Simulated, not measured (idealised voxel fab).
Proc. module: voxel plated lines
In the cross-section labelled cut, the width is 225 nm and each square cell is 5 nm.
Square cells in a grid make up a cross-section in this document, and the grid is given as bands, listed from the top down, each one or more rows of cells. First you get the band's top height and its bottom height, in nm, and then the materials it's made of, left to right, with each width in nm. If you see a single material with "everywhere", that one covers the band edge to edge. "empty" is empty space. Heads up on the height convention: 0 is the point under which the incoming wafer is all one material, and the lowest band has no bottom, it just keeps going down, like "from 0 down". With a width like "30 to 40", each row of cells in the band differs from the next by the same amount, the top row carrying the first number and the bottom row the second. The designation "remained unchanged", where it is given for a processing step, indicates that no cell of the cross-section was altered in the course of that step. "Unvented internal voids": sealed empty spaces, 8 cells or more, no open way to top, listed width x height at distance, with distance from the left edge and width, height and distance in nm. What comes after the settings on a step's line is commentary from the simulator itself on that step. The line of a step may include "overlay nm". On a step with a mask, this value is how far to the right of its planned place the mask lay. A negative value means the mask lay to the left.
The planned process steps are enumerated hereunder:
1 op RECEIVE | material Si
2 op CONFORMAL_DEP | material Al2O3 | thk nm 15
3 op DIRECTIONAL_DEP | material TiN | thk nm 5
4 op PATTERN | tone open | mask id LINES | material resist | width nm 30 | pitch nm 55 | thk nm 30 | overlay nm 0
5 op EPI | material Ru | thk nm 5
6 op EPI | material Ru | thk nm 5
7 op STRIP | etch materials resist
8 op DIRECTIONAL_ETCH | etch materials TiN | depth nm 5
9 op CONFORMAL_DEP | material SiO2 | thk nm 10
Here's what the wafer looked like in cross-section when it arrived - that's after step 1:
- from 0 down = Si everywhere
- Unvented internal voids: none
End-of-module cross-section of the first of two wafers, processed as planned:
- from 40 to 30 = empty: 5 / SiO2: 50 / empty: 5 / SiO2: 50 / empty: 5 / SiO2: 50 / empty: 5 / SiO2: 50 / empty: 5
- from 30 to 25 = empty: 5 / SiO2: 10 / Ru: 30 / SiO2: 10 / empty: 5 / SiO2: 10 / Ru: 30 / SiO2: 10 / empty: 5 / SiO2: 10 / Ru: 30 / SiO2: 10 / empty: 5 / SiO2: 10 / Ru: 30 / SiO2: 10 / empty: 5
- from 25 to 20 = SiO2: 15 / Ru: 30 / SiO2: 25 / Ru: 30 / SiO2: 25 / Ru: 30 / SiO2: 25 / Ru: 30 / SiO2: 15
- from 20 to 15 = SiO2: 15 / TiN: 30 / SiO2: 25 / TiN: 30 / SiO2: 25 / TiN: 30 / SiO2: 25 / TiN: 30 / SiO2: 15
- from 15 to 0 = Al2O3 everywhere
- from 0 down = Si everywhere
- Unvented internal voids: none
End of module, second wafer, cross-section. Started like the first, planned like the first, run with one mistake:
- from 40 to 30 = empty: 10 / SiO2: 40 / empty: 15 / SiO2: 40 / empty: 15 / SiO2: 40 / empty: 15 / SiO2: 40 / empty: 10
- from 30 to 25 = empty: 10 / SiO2: 10 / Ru: 20 / SiO2: 10 / empty: 15 / SiO2: 10 / Ru: 20 / SiO2: 10 / empty: 15 / SiO2: 10 / Ru: 20 / SiO2: 10 / empty: 15 / SiO2: 10 / Ru: 20 / SiO2: 10 / empty: 10
- from 25 to 20 = SiO2: 20 / Ru: 20 / SiO2: 35 / Ru: 20 / SiO2: 35 / Ru: 20 / SiO2: 35 / Ru: 20 / SiO2: 20
- from 20 to 15 = SiO2: 20 / TiN: 20 / SiO2: 35 / TiN: 20 / SiO2: 35 / TiN: 20 / SiO2: 35 / TiN: 20 / SiO2: 20
- from 15 to 0 = Al2O3 everywhere
- from 0 down = Si everywhere
- Unvented internal voids: none
Plan not followed: planned and actual differ for step 4; actual: op PATTERN | tone open | mask id LINES | material resist | width nm 20 | pitch nm 55 | thk nm 30 | overlay nm 0
End of process, cell counts, second wafer against first, materials with more or fewer: Ru -16, TiN -8
